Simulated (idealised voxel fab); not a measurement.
The document below concerns the process module designated voxel gate over fins.
Xsec cut, 260 nm wide, square cell size 5 nm.
A cross-section is written here as square cells arranged in a grid, and it is given in bands from the top down, each band taking up one or more rows of cells.
This entry defines a band. It first specifies the height of the band's top and the height of its bottom in nm, and then specifies the band's materials from left to right, stating each material with its width in nm. The word "everywhere" identifies a single material that fills the band from edge to edge, while the word "air" identifies empty space.
Height reference: 0 = level under which incoming wafer is all one material. Lowest band: no bottom, runs on downward, e.g. "0 nm and below".
Read "30..40" as a graded width: first number on top, second number at the bottom, same change between each pair of neighbouring rows.
Take "same as before" at face value: in the step it is given for, the cross-section changed in none of its cells.
The entry titled "Sealed internal voids" provides the empty spaces that have no open way to the top, restricted to those of 8 cells or more. Each is presented as width x height at distance, the distance being measured from the left edge, with all three in nm.
If you see something after the settings on a step's line, that's the simulator's own remark about that step.
On any step carrying a mask, the "overlay nm" setting, if present on the step's line, tells how far right of its planned place the mask lay; negative values point to the left.
The planned process steps are enumerated hereunder
1: RECEIVE (material Si)
2: CONFORMAL_DEP (material SiN; thk nm 5)
3: MASKED_ETCH (tone cover; mask id FINS; width nm 15; pitch nm 50; etch materials SiN; depth nm 5; overlay nm 0)
4: MASKED_ETCH (tone cover; mask id FINS; width nm 15; pitch nm 50; etch materials Si; depth nm 35; overlay nm 0)
5: OXIDIZE (depth nm 5)
6: FILL_DEP (material SiO2; thk nm 15)
7: CMP (height nm 5)
8: MASKED_ETCH (tone open; mask id RAIL; width nm 15; etch materials SiO2; depth nm 35; overlay nm 0)
9: CONFORMAL_DEP (material TiN; thk nm 5)
10: FILL_DEP (material Ru; thk nm 5)
11: CMP (height nm 5)
12: SELECTIVE_ETCH (etch materials W Ru TiN; depth nm 20)
13: FILL_DEP (material SiO2; thk nm 5)
14: CMP (height nm 5)
15: SELECTIVE_ETCH (etch materials SiO2; depth nm 15)
16: STRIP (etch materials SiN)
17: CONFORMAL_DEP (material HfO2; thk nm 5)
18: CONFORMAL_DEP (material TiN; thk nm 5)
19: CONFORMAL_DEP (material TiAl; thk nm 5)
20: CONFORMAL_DEP (material TiN; thk nm 5)
21: FILL_DEP (material W; thk nm 10)
22: CMP (height nm 25)
23: CONFORMAL_DEP (material SiCN; thk nm 5)
The first of the two wafers, which ran as planned
Received-state cross-section, reflecting completion of step 1
- 0 nm and below | Si everywhere
- Sealed internal voids: none
Step 2 done - wafer cross-section
- 5 nm to 0 nm | SiN everywhere
- below 0: unchanged
Step 3 done - wafer cross-section
- 5 nm to 0 nm | air 45  SiN 15  air 35  SiN 15  air 35  SiN 15  air 35  SiN 15  air 50
- below 0: unchanged
Step 4 done - wafer cross-section
- 5 nm to 0 nm | air 45  SiN 15  air 35  SiN 15  air 35  SiN 15  air 35  SiN 15  air 50
- 0 nm to -35 nm | air 45  Si 15  air 35  Si 15  air 35  Si 15  air 35  Si 15  air 50
- below -35: unchanged
Step 5 done - wafer cross-section
- 5 nm to 0 nm | air 45  SiN 15  air 35  SiN 15  air 35  SiN 15  air 35  SiN 15  air 50
- 0 nm to -35 nm | air 45  SiO2 5  Si 5  SiO2 5  air 35  SiO2 5  Si 5  SiO2 5  air 35  SiO2 5  Si 5  SiO2 5  air 35  SiO2 5  Si 5  SiO2 5  air 50
- -35 nm to -40 nm | SiO2 50  Si 5  SiO2 45  Si 5  SiO2 45  Si 5  SiO2 45  Si 5  SiO2 55
- below -40: unchanged
Step 6 done - wafer cross-section
- 20 nm to 5 nm | SiO2 everywhere
- 5 nm to 0 nm | SiO2 45  SiN 15  SiO2 35  SiN 15  SiO2 35  SiN 15  SiO2 35  SiN 15  SiO2 50
- 0 nm to -40 nm | SiO2 50  Si 5  SiO2 45  Si 5  SiO2 45  Si 5  SiO2 45  Si 5  SiO2 55
- below -40: unchanged
Step 7 done - wafer cross-section
- 5 nm to 0 nm | SiO2 45  SiN 15  SiO2 35  SiN 15  SiO2 35  SiN 15  SiO2 35  SiN 15  SiO2 50
- below 0: unchanged
Step 8 done - wafer cross-section
- 5 nm to 0 nm | SiO2 45  SiN 15  SiO2 10  air 15  SiO2 10  SiN 15  SiO2 35  SiN 15  SiO2 35  SiN 15  SiO2 50
- 0 nm to -30 nm | SiO2 50  Si 5  SiO2 15  air 15  SiO2 15  Si 5  SiO2 45  Si 5  SiO2 45  Si 5  SiO2 55
- below -30: unchanged
Step 9 done - wafer cross-section
- 10 nm to 5 nm | TiN 75  air 5  TiN 180
- 5 nm to 0 nm | SiO2 45  SiN 15  SiO2 10  TiN 5  air 5  TiN 5  SiO2 10  SiN 15  SiO2 35  SiN 15  SiO2 35  SiN 15  SiO2 50
- 0 nm to -25 nm | SiO2 50  Si 5  SiO2 15  TiN 5  air 5  TiN 5  SiO2 15  Si 5  SiO2 45  Si 5  SiO2 45  Si 5  SiO2 55
- -25 nm to -30 nm | SiO2 50  Si 5  SiO2 15  TiN 15  SiO2 15  Si 5  SiO2 45  Si 5  SiO2 45  Si 5  SiO2 55
- below -30: unchanged
Step 10 done - wafer cross-section
- 15 nm to 10 nm | Ru everywhere
- 10 nm to 5 nm | TiN 75  Ru 5  TiN 180
- 5 nm to 0 nm | SiO2 45  SiN 15  SiO2 10  TiN 5  Ru 5  TiN 5  SiO2 10  SiN 15  SiO2 35  SiN 15  SiO2 35  SiN 15  SiO2 50
- 0 nm to -25 nm | SiO2 50  Si 5  SiO2 15  TiN 5  Ru 5  TiN 5  SiO2 15  Si 5  SiO2 45  Si 5  SiO2 45  Si 5  SiO2 55
- below -25: unchanged
Step 11 done - wafer cross-section
- 5 nm to 0 nm | SiO2 45  SiN 15  SiO2 10  TiN 5  Ru 5  TiN 5  SiO2 10  SiN 15  SiO2 35  SiN 15  SiO2 35  SiN 15  SiO2 50
- below 0: unchanged
Step 12 done - wafer cross-section
- 5 nm to 0 nm | SiO2 45  SiN 15  SiO2 10  air 15  SiO2 10  SiN 15  SiO2 35  SiN 15  SiO2 35  SiN 15  SiO2 50
- 0 nm to -15 nm | SiO2 50  Si 5  SiO2 15  air 15  SiO2 15  Si 5  SiO2 45  Si 5  SiO2 45  Si 5  SiO2 55
- below -15: unchanged
Step 13 done - wafer cross-section
- 10 nm to 5 nm | SiO2 everywhere
- 5 nm to 0 nm | SiO2 45  SiN 15  SiO2 35  SiN 15  SiO2 35  SiN 15  SiO2 35  SiN 15  SiO2 50
- 0 nm to -15 nm | SiO2 50  Si 5  SiO2 45  Si 5  SiO2 45  Si 5  SiO2 45  Si 5  SiO2 55
- below -15: unchanged
Step 14 done - wafer cross-section
- 5 nm to 0 nm | SiO2 45  SiN 15  SiO2 35  SiN 15  SiO2 35  SiN 15  SiO2 35  SiN 15  SiO2 50
- below 0: unchanged
Step 15 done - wafer cross-section
- 5 nm to 0 nm | air 45  SiN 15  air 35  SiN 15  air 35  SiN 15  air 35  SiN 15  air 50
- 0 nm to -10 nm | air 50  Si 5  air 45  Si 5  air 45  Si 5  air 45  Si 5  air 55
- below -10: unchanged
Step 16 done - wafer cross-section
- 0 nm to -10 nm | air 50  Si 5  air 45  Si 5  air 45  Si 5  air 45  Si 5  air 55
- below -10: unchanged
Step 17 done - wafer cross-section
- 5 nm to 0 nm | air 45  HfO2 15  air 35  HfO2 15  air 35  HfO2 15  air 35  HfO2 15  air 50
- 0 nm to -5 nm | air 45  HfO2 5  Si 5  HfO2 5  air 35  HfO2 5  Si 5  HfO2 5  air 35  HfO2 5  Si 5  HfO2 5  air 35  HfO2 5  Si 5  HfO2 5  air 50
- -5 nm to -10 nm | HfO2 50  Si 5  HfO2 45  Si 5  HfO2 45  Si 5  HfO2 45  Si 5  HfO2 55
- below -10: unchanged
Step 18 done - wafer cross-section
- 10 nm to 5 nm | air 40  TiN 25  air 25  TiN 25  air 25  TiN 25  air 25  TiN 25  air 45
- 5 nm to 0 nm | air 40  TiN 5  HfO2 15  TiN 5  air 25  TiN 5  HfO2 15  TiN 5  air 25  TiN 5  HfO2 15  TiN 5  air 25  TiN 5  HfO2 15  TiN 5  air 45
- 0 nm to -5 nm | TiN 45  HfO2 5  Si 5  HfO2 5  TiN 35  HfO2 5  Si 5  HfO2 5  TiN 35  HfO2 5  Si 5  HfO2 5  TiN 35  HfO2 5  Si 5  HfO2 5  TiN 50
- below -5: unchanged
Step 19 done - wafer cross-section
- 15 nm to 10 nm | air 35  TiAl 35  air 15  TiAl 35  air 15  TiAl 35  air 15  TiAl 35  air 40
- 10 nm to 5 nm | air 35  TiAl 5  TiN 25  TiAl 5  air 15  TiAl 5  TiN 25  TiAl 5  air 15  TiAl 5  TiN 25  TiAl 5  air 15  TiAl 5  TiN 25  TiAl 5  air 40
- 5 nm to 0 nm | TiAl 40  TiN 5  HfO2 15  TiN 5  TiAl 25  TiN 5  HfO2 15  TiN 5  TiAl 25  TiN 5  HfO2 15  TiN 5  TiAl 25  TiN 5  HfO2 15  TiN 5  TiAl 45
- below 0: unchanged
Step 20 done - wafer cross-section
- 20 nm to 15 nm | air 30  TiN 45  air 5  TiN 45  air 5  TiN 45  air 5  TiN 45  air 35
- 15 nm to 10 nm | air 30  TiN 5  TiAl 35  TiN 5  air 5  TiN 5  TiAl 35  TiN 5  air 5  TiN 5  TiAl 35  TiN 5  air 5  TiN 5  TiAl 35  TiN 5  air 35
- 10 nm to 5 nm | TiN 35  TiAl 5  TiN 25  TiAl 5  TiN 15  TiAl 5  TiN 25  TiAl 5  TiN 15  TiAl 5  TiN 25  TiAl 5  TiN 15  TiAl 5  TiN 25  TiAl 5  TiN 40
- below 5: unchanged
Step 21 done - wafer cross-section
- 30 nm to 20 nm | W everywhere
- 20 nm to 15 nm | W 30  TiN 45  W 5  TiN 45  W 5  TiN 45  W 5  TiN 45  W 35
- 15 nm to 10 nm | W 30  TiN 5  TiAl 35  TiN 5  W 5  TiN 5  TiAl 35  TiN 5  W 5  TiN 5  TiAl 35  TiN 5  W 5  TiN 5  TiAl 35  TiN 5  W 35
- below 10: unchanged
Step 22 done - wafer cross-section
- 25 nm to 20 nm | W everywhere
- below 20: unchanged
Step 23 done - wafer cross-section
- 30 nm to 25 nm | SiCN everywhere
- below 25: unchanged
Second wafer. Start and plan as for the first. One mistake made in running. Agrees with the first up to and including step 2
Cross-section of the second wafer at the time by which step 3 should have been completed according to the plan
- 5 nm to 0 nm | air 40  SiN 15  air 35  SiN 15  air 35  SiN 15  air 35  SiN 15  air 55
- below 0: unchanged
Cross-section of the second wafer at the time by which step 4 should have been completed according to the plan
- 5 nm to 0 nm | air 40  SiN 15  air 35  SiN 15  air 35  SiN 15  air 35  SiN 15  air 55
- 0 nm to -35 nm | air 40  Si 20  air 30  Si 20  air 30  Si 20  air 30  Si 20  air 50
- below -35: unchanged
Cross-section of the second wafer at the time by which step 5 should have been completed according to the plan
- 5 nm to 0 nm | air 40  SiN 15  air 35  SiN 15  air 35  SiN 15  air 35  SiN 15  air 55
- 0 nm to -5 nm | air 40  SiO2 5  Si 5  SiO2 10  air 30  SiO2 5  Si 5  SiO2 10  air 30  SiO2 5  Si 5  SiO2 10  air 30  SiO2 5  Si 5  SiO2 10  air 50
- -5 nm to -35 nm | air 40  SiO2 5  Si 10  SiO2 5  air 30  SiO2 5  Si 10  SiO2 5  air 30  SiO2 5  Si 10  SiO2 5  air 30  SiO2 5  Si 10  SiO2 5  air 50
- -35 nm to -40 nm | SiO2 45  Si 10  SiO2 40  Si 10  SiO2 40  Si 10  SiO2 40  Si 10  SiO2 55
- below -40: unchanged
Cross-section of the second wafer at the time by which step 6 should have been completed according to the plan
- 20 nm to 5 nm | SiO2 everywhere
- 5 nm to 0 nm | SiO2 40  SiN 15  SiO2 35  SiN 15  SiO2 35  SiN 15  SiO2 35  SiN 15  SiO2 55
- 0 nm to -5 nm | SiO2 45  Si 5  SiO2 45  Si 5  SiO2 45  Si 5  SiO2 45  Si 5  SiO2 60
- -5 nm to -40 nm | SiO2 45  Si 10  SiO2 40  Si 10  SiO2 40  Si 10  SiO2 40  Si 10  SiO2 55
- below -40: unchanged
Cross-section of the second wafer at the time by which step 7 should have been completed according to the plan
- 5 nm to 0 nm | SiO2 40  SiN 15  SiO2 35  SiN 15  SiO2 35  SiN 15  SiO2 35  SiN 15  SiO2 55
- below 0: unchanged
Cross-section of the second wafer at the time by which step 8 should have been completed according to the plan
- 5 nm to 0 nm | SiO2 40  SiN 15  SiO2 15  air 15  SiO2 5  SiN 15  SiO2 35  SiN 15  SiO2 35  SiN 15  SiO2 55
- 0 nm to -5 nm | SiO2 45  Si 5  SiO2 20  air 15  SiO2 10  Si 5  SiO2 45  Si 5  SiO2 45  Si 5  SiO2 60
- -5 nm to -30 nm | SiO2 45  Si 10  SiO2 15  air 15  SiO2 10  Si 10  SiO2 40  Si 10  SiO2 40  Si 10  SiO2 55
- below -30: unchanged
Cross-section of the second wafer at the time by which step 9 should have been completed according to the plan
- 10 nm to 5 nm | TiN 75  air 5  TiN 180
- 5 nm to 0 nm | SiO2 40  SiN 15  SiO2 15  TiN 5  air 5  TiN 5  SiO2 5  SiN 15  SiO2 35  SiN 15  SiO2 35  SiN 15  SiO2 55
- 0 nm to -5 nm | SiO2 45  Si 5  SiO2 20  TiN 5  air 5  TiN 5  SiO2 10  Si 5  SiO2 45  Si 5  SiO2 45  Si 5  SiO2 60
- -5 nm to -25 nm | SiO2 45  Si 10  SiO2 15  TiN 5  air 5  TiN 5  SiO2 10  Si 10  SiO2 40  Si 10  SiO2 40  Si 10  SiO2 55
- -25 nm to -30 nm | SiO2 45  Si 10  SiO2 15  TiN 15  SiO2 10  Si 10  SiO2 40  Si 10  SiO2 40  Si 10  SiO2 55
- below -30: unchanged
Cross-section of the second wafer at the time by which step 10 should have been completed according to the plan
- 15 nm to 10 nm | Ru everywhere
- 10 nm to 5 nm | TiN 75  Ru 5  TiN 180
- 5 nm to 0 nm | SiO2 40  SiN 15  SiO2 15  TiN 5  Ru 5  TiN 5  SiO2 5  SiN 15  SiO2 35  SiN 15  SiO2 35  SiN 15  SiO2 55
- 0 nm to -5 nm | SiO2 45  Si 5  SiO2 20  TiN 5  Ru 5  TiN 5  SiO2 10  Si 5  SiO2 45  Si 5  SiO2 45  Si 5  SiO2 60
- -5 nm to -25 nm | SiO2 45  Si 10  SiO2 15  TiN 5  Ru 5  TiN 5  SiO2 10  Si 10  SiO2 40  Si 10  SiO2 40  Si 10  SiO2 55
- below -25: unchanged
Cross-section of the second wafer at the time by which step 11 should have been completed according to the plan
- 5 nm to 0 nm | SiO2 40  SiN 15  SiO2 15  TiN 5  Ru 5  TiN 5  SiO2 5  SiN 15  SiO2 35  SiN 15  SiO2 35  SiN 15  SiO2 55
- below 0: unchanged
Cross-section of the second wafer at the time by which step 12 should have been completed according to the plan
- 5 nm to 0 nm | SiO2 40  SiN 15  SiO2 15  air 15  SiO2 5  SiN 15  SiO2 35  SiN 15  SiO2 35  SiN 15  SiO2 55
- 0 nm to -5 nm | SiO2 45  Si 5  SiO2 20  air 15  SiO2 10  Si 5  SiO2 45  Si 5  SiO2 45  Si 5  SiO2 60
- -5 nm to -15 nm | SiO2 45  Si 10  SiO2 15  air 15  SiO2 10  Si 10  SiO2 40  Si 10  SiO2 40  Si 10  SiO2 55
- below -15: unchanged
Cross-section of the second wafer at the time by which step 13 should have been completed according to the plan
- 10 nm to 5 nm | SiO2 everywhere
- 5 nm to 0 nm | SiO2 40  SiN 15  SiO2 35  SiN 15  SiO2 35  SiN 15  SiO2 35  SiN 15  SiO2 55
- 0 nm to -5 nm | SiO2 45  Si 5  SiO2 45  Si 5  SiO2 45  Si 5  SiO2 45  Si 5  SiO2 60
- -5 nm to -15 nm | SiO2 45  Si 10  SiO2 40  Si 10  SiO2 40  Si 10  SiO2 40  Si 10  SiO2 55
- below -15: unchanged
Cross-section of the second wafer at the time by which step 14 should have been completed according to the plan
- 5 nm to 0 nm | SiO2 40  SiN 15  SiO2 35  SiN 15  SiO2 35  SiN 15  SiO2 35  SiN 15  SiO2 55
- below 0: unchanged
Cross-section of the second wafer at the time by which step 15 should have been completed according to the plan
- 5 nm to 0 nm | air 40  SiN 15  air 35  SiN 15  air 35  SiN 15  air 35  SiN 15  air 55
- 0 nm to -10 nm | air 45  Si 5..10  air 45..40  Si 5..10  air 45..40  Si 5..10  air 45..40  Si 5..10  air 60..55
- below -10: unchanged
Cross-section of the second wafer at the time by which step 16 should have been completed according to the plan
- 0 nm to -10 nm | air 45  Si 5..10  air 45..40  Si 5..10  air 45..40  Si 5..10  air 45..40  Si 5..10  air 60..55
- below -10: unchanged
Cross-section of the second wafer at the time by which step 17 should have been completed according to the plan
- 5 nm to 0 nm | air 40  HfO2 15  air 35  HfO2 15  air 35  HfO2 15  air 35  HfO2 15  air 55
- 0 nm to -5 nm | air 40  HfO2 5  Si 5  HfO2 10  air 30  HfO2 5  Si 5  HfO2 10  air 30  HfO2 5  Si 5  HfO2 10  air 30  HfO2 5  Si 5  HfO2 10  air 50
- -5 nm to -10 nm | HfO2 45  Si 10  HfO2 40  Si 10  HfO2 40  Si 10  HfO2 40  Si 10  HfO2 55
- below -10: unchanged
Cross-section of the second wafer at the time by which step 18 should have been completed according to the plan
- 10 nm to 5 nm | air 35  TiN 25  air 25  TiN 25  air 25  TiN 25  air 25  TiN 25  air 50
- 5 nm to 0 nm | air 35  TiN 5  HfO2 15  TiN 10  air 20  TiN 5  HfO2 15  TiN 10  air 20  TiN 5  HfO2 15  TiN 10  air 20  TiN 5  HfO2 15  TiN 10  air 45
- 0 nm to -5 nm | TiN 40  HfO2 5  Si 5  HfO2 10  TiN 30  HfO2 5  Si 5  HfO2 10  TiN 30  HfO2 5  Si 5  HfO2 10  TiN 30  HfO2 5  Si 5  HfO2 10  TiN 50
- below -5: unchanged
Cross-section of the second wafer at the time by which step 19 should have been completed according to the plan
- 15 nm to 10 nm | air 30  TiAl 35  air 15  TiAl 35  air 15  TiAl 35  air 15  TiAl 35  air 45
- 10 nm to 5 nm | air 30  TiAl 5  TiN 25  TiAl 10  air 10  TiAl 5  TiN 25  TiAl 10  air 10  TiAl 5  TiN 25  TiAl 10  air 10  TiAl 5  TiN 25  TiAl 10  air 40
- 5 nm to 0 nm | TiAl 35  TiN 5  HfO2 15  TiN 10  TiAl 20  TiN 5  HfO2 15  TiN 10  TiAl 20  TiN 5  HfO2 15  TiN 10  TiAl 20  TiN 5  HfO2 15  TiN 10  TiAl 45
- below 0: unchanged
Cross-section of the second wafer at the time by which step 20 should have been completed according to the plan
- 20 nm to 15 nm | air 25  TiN 45  air 5  TiN 45  air 5  TiN 45  air 5  TiN 45  air 40
- 15 nm to 10 nm | air 25  TiN 5  TiAl 35  TiN 15  TiAl 35  TiN 15  TiAl 35  TiN 15  TiAl 35  TiN 10  air 35
- 10 nm to 5 nm | TiN 30  TiAl 5  TiN 25  TiAl 10  TiN 10  TiAl 5  TiN 25  TiAl 10  TiN 10  TiAl 5  TiN 25  TiAl 10  TiN 10  TiAl 5  TiN 25  TiAl 10  TiN 40
- below 5: unchanged
Cross-section of the second wafer at the time by which step 21 should have been completed according to the plan
- 30 nm to 20 nm | W everywhere
- 20 nm to 15 nm | W 25  TiN 45  W 5  TiN 45  W 5  TiN 45  W 5  TiN 45  W 40
- 15 nm to 10 nm | W 25  TiN 5  TiAl 35  TiN 15  TiAl 35  TiN 15  TiAl 35  TiN 15  TiAl 35  TiN 10  W 35
- below 10: unchanged
Cross-section of the second wafer at the time by which step 22 should have been completed according to the plan
- 25 nm to 20 nm | W everywhere
- below 20: unchanged
Cross-section of the second wafer at the time by which step 23 should have been completed according to the plan
- 30 nm to 25 nm | SiCN everywhere
- below 25: unchanged
It is concluded that the wafer was processed incorrectly with respect to the plan, in that not per plan at step 3, really ran MASKED_ETCH (tone cover; mask id FINS; width nm 15; pitch nm 50; etch materials SiN; depth nm 5; overlay nm -5)
It is noted that, at the conclusion of processing, the second wafer exhibits a higher or lower cell count for certain materials relative to the first: Si: 28 more, SiO2: 24 fewer, W: 4 fewer
